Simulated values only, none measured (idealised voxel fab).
The following is a process module called voxel gate over fins.
For reference, the cross-section in this document is cut, with width 255 nm and square cells of 5 nm.
We lay out every cross-section as a grid of square cells and spell it out in bands from the top down, where one band means one or more rows of cells.
The entry gives the band's vertical extent as a top height and a bottom height in nm, then its horizontal make-up as materials from left to right, each with a width in nm. "blank" stands for empty space; a single material marked "everywhere" fills the band edge to edge.
Note: height 0 marks the level under which the wafer is uniformly one material as received. Lowest band unbounded below, written "0 down".
The notation "30->40" denotes a width that varies across the rows of cells in the band, beginning at the first number in the top row, finishing at the second number in the bottom row, and changing by an identical amount from each row to the next.
"everything unchanged", as given for a step, is the statement that not any cell of the cross-section underwent a change during that step.
In the "Sealed void listing" entry, you get each enclosed empty space of 8 cells or more, one with no open way to the top, written width x height at distance, distance from the left edge, in nm.
Note: text after step settings on the step line = simulator remark on that step.
"overlay nm" on a masked step: distance the mask lay right of its planned place, negative for left.

Process steps - plan:
1: op RECEIVE | material Si
2: op CONFORMAL_DEP | material SiN | thk nm 10
3: op DIRECTIONAL_DEP | material aC | thk nm 10
4: op PATTERN | tone cover | mask id FINS | material resist | width nm 15 | pitch nm 50 | thk nm 30 | overlay nm 0
5: op DIRECTIONAL_ETCH | etch materials aC | depth nm 10
6: op STRIP | etch materials resist
7: op DIRECTIONAL_ETCH | etch materials SiN | depth nm 10
8: op DIRECTIONAL_ETCH | etch materials Si | depth nm 35
9: op STRIP | etch materials aC
10: op OXIDIZE | depth nm 5
11: op FILL_DEP | material SiO2 | thk nm 5
12: op CMP | height nm 10
13: op DIRECTIONAL_DEP | material aC | thk nm 15
14: op PATTERN | tone open | mask id RAIL | material resist | width nm 15 | thk nm 35 | overlay nm 0
15: op DIRECTIONAL_ETCH | etch materials aC | depth nm 15
16: op STRIP | etch materials resist
17: op DIRECTIONAL_ETCH | etch materials SiO2 | depth nm 40
18: op STRIP | etch materials aC
19: op CONFORMAL_DEP | material TiN | thk nm 5
20: op FILL_DEP | material Ru | thk nm 10
21: op CMP | height nm 10
22: op SELECTIVE_ETCH | etch materials W Ru TiN | depth nm 35
23: op FILL_DEP | material SiO2 | thk nm 5
24: op CMP | height nm 10
25: op SELECTIVE_ETCH | etch materials SiO2 | depth nm 25
26: op STRIP | etch materials SiN
27: op CONFORMAL_DEP | material HfO2 | thk nm 5
28: op CONFORMAL_DEP | material TiN | thk nm 5
29: op CONFORMAL_DEP | material TiAl | thk nm 5
30: op CONFORMAL_DEP | material TiN | thk nm 5
31: op FILL_DEP | material W | thk nm 10
32: op CMP | height nm 25
33: op CONFORMAL_DEP | material SiCN | thk nm 10
Don't read the plan's width nm for step 14 as applying to every wafer: that's the first wafer's value, and the wafers differ in it, though they all start identical.

Here's the first of the wafers in cross-section, just as we got it, i.e. after step 1:
* 0 down  Si everywhere
* Sealed void listing: none

Module end state after final step 33: cross-section of the first of several wafers:
* 35 to 25  SiCN everywhere
* 25 to 20  W everywhere
* 20 to 15  W=55, then TiN=45, then W=5, then TiN=45, then W=5, then TiN=45, then W=55
* 15 to 10  W=55, then TiN=5, then TiAl=35, then TiN=5, then W=5, then TiN=5, then TiAl=35, then TiN=5, then W=5, then TiN=5, then TiAl=35, then TiN=5, then W=55
* 10 to 5  W=55, then TiN=5, then TiAl=5, then TiN=25, then TiAl=5, then TiN=5, then W=5, then TiN=5, then TiAl=5, then TiN=25, then TiAl=5, then TiN=5, then W=5, then TiN=5, then TiAl=5, then TiN=25, then TiAl=5, then TiN=5, then W=55
* 5 to 0  TiN=60, then TiAl=5, then TiN=5, then HfO2=15, then TiN=5, then TiAl=5, then TiN=15, then TiAl=5, then TiN=5, then HfO2=15, then TiN=5, then TiAl=5, then TiN=15, then TiAl=5, then TiN=5, then HfO2=15, then TiN=5, then TiAl=5, then TiN=60
* 0 to -5  TiAl=65, then TiN=5, then HfO2=5, then Si=5, then HfO2=5, then TiN=5, then TiAl=25, then TiN=5, then HfO2=5, then Si=5, then HfO2=5, then TiN=5, then TiAl=25, then TiN=5, then HfO2=5, then Si=5, then HfO2=5, then TiN=5, then TiAl=65
* -5 to -10  TiN=70, then HfO2=5, then Si=5, then HfO2=5, then TiN=35, then HfO2=5, then Si=5, then HfO2=5, then TiN=35, then HfO2=5, then Si=5, then HfO2=5, then TiN=70
* -10 to -15  HfO2=75, then Si=5, then HfO2=45, then Si=5, then HfO2=45, then Si=5, then HfO2=75
* -15 to -25  SiO2=75, then Si=5, then SiO2=45, then Si=5, then SiO2=45, then Si=5, then SiO2=75
* -25 to -30  SiO2=75, then Si=5, then SiO2=15, then TiN=15, then SiO2=15, then Si=5, then SiO2=45, then Si=5, then SiO2=75
* -30 to -40  SiO2=75, then Si=5, then SiO2=45, then Si=5, then SiO2=45, then Si=5, then SiO2=75
* -40 down  Si everywhere
* Sealed void listing: none

Cross-sectional view of the final wafer of several at the module's end:
* 35 to 25  SiCN everywhere
* 25 to 20  W everywhere
* 20 to 15  W=55, then TiN=45, then W=5, then TiN=45, then W=5, then TiN=45, then W=55
* 15 to 10  W=55, then TiN=5, then TiAl=35, then TiN=5, then W=5, then TiN=5, then TiAl=35, then TiN=5, then W=5, then TiN=5, then TiAl=35, then TiN=5, then W=55
* 10 to 5  W=55, then TiN=5, then TiAl=5, then TiN=25, then TiAl=5, then TiN=5, then W=5, then TiN=5, then TiAl=5, then TiN=25, then TiAl=5, then TiN=5, then W=5, then TiN=5, then TiAl=5, then TiN=25, then TiAl=5, then TiN=5, then W=55
* 5 to 0  TiN=60, then TiAl=5, then TiN=5, then HfO2=15, then TiN=5, then TiAl=5, then TiN=15, then TiAl=5, then TiN=5, then HfO2=15, then TiN=5, then TiAl=5, then TiN=15, then TiAl=5, then TiN=5, then HfO2=15, then TiN=5, then TiAl=5, then TiN=60
* 0 to -5  TiAl=65, then TiN=5, then HfO2=5, then Si=5, then HfO2=5, then TiN=5, then TiAl=25, then TiN=5, then HfO2=5, then Si=5, then HfO2=5, then TiN=5, then TiAl=25, then TiN=5, then HfO2=5, then Si=5, then HfO2=5, then TiN=5, then TiAl=65
* -5 to -10  TiN=70, then HfO2=5, then Si=5, then HfO2=5, then TiN=35, then HfO2=5, then Si=5, then HfO2=5, then TiN=35, then HfO2=5, then Si=5, then HfO2=5, then TiN=70
* -10 to -15  HfO2=75, then Si=5, then HfO2=45, then Si=5, then HfO2=45, then Si=5, then HfO2=75
* -15 to -25  SiO2=75, then Si=5, then SiO2=45, then Si=5, then SiO2=45, then Si=5, then SiO2=75
* -25 to -30  SiO2=75, then Si=5, then SiO2=10, then TiN=30, then SiO2=5, then Si=5, then SiO2=45, then Si=5, then SiO2=75
* -30 to -40  SiO2=75, then Si=5, then SiO2=45, then Si=5, then SiO2=45, then Si=5, then SiO2=75
* -40 down  Si everywhere
* Sealed void listing: none

The following table contains a row per wafer, in which are reported, at the conclusion of the module, the cells of each material gained (+) or lost (-) since the wafer's receipt, with its closed voids given thereafter:
width nm 15, +69 HfO2, -384 Si, +102 SiCN, +237 SiO2, +69 TiAl, +141 TiN, +123 W, Sealed void listing: none
width nm 20, +69 HfO2, -384 Si, +102 SiCN, +236 SiO2, +69 TiAl, +142 TiN, +123 W, Sealed void listing: none
width nm 25, +69 HfO2, -384 Si, +102 SiCN, +235 SiO2, +69 TiAl, +143 TiN, +123 W, Sealed void listing: none
width nm 30, +69 HfO2, -384 Si, +102 SiCN, +234 SiO2, +69 TiAl, +144 TiN, +123 W, Sealed void listing: none
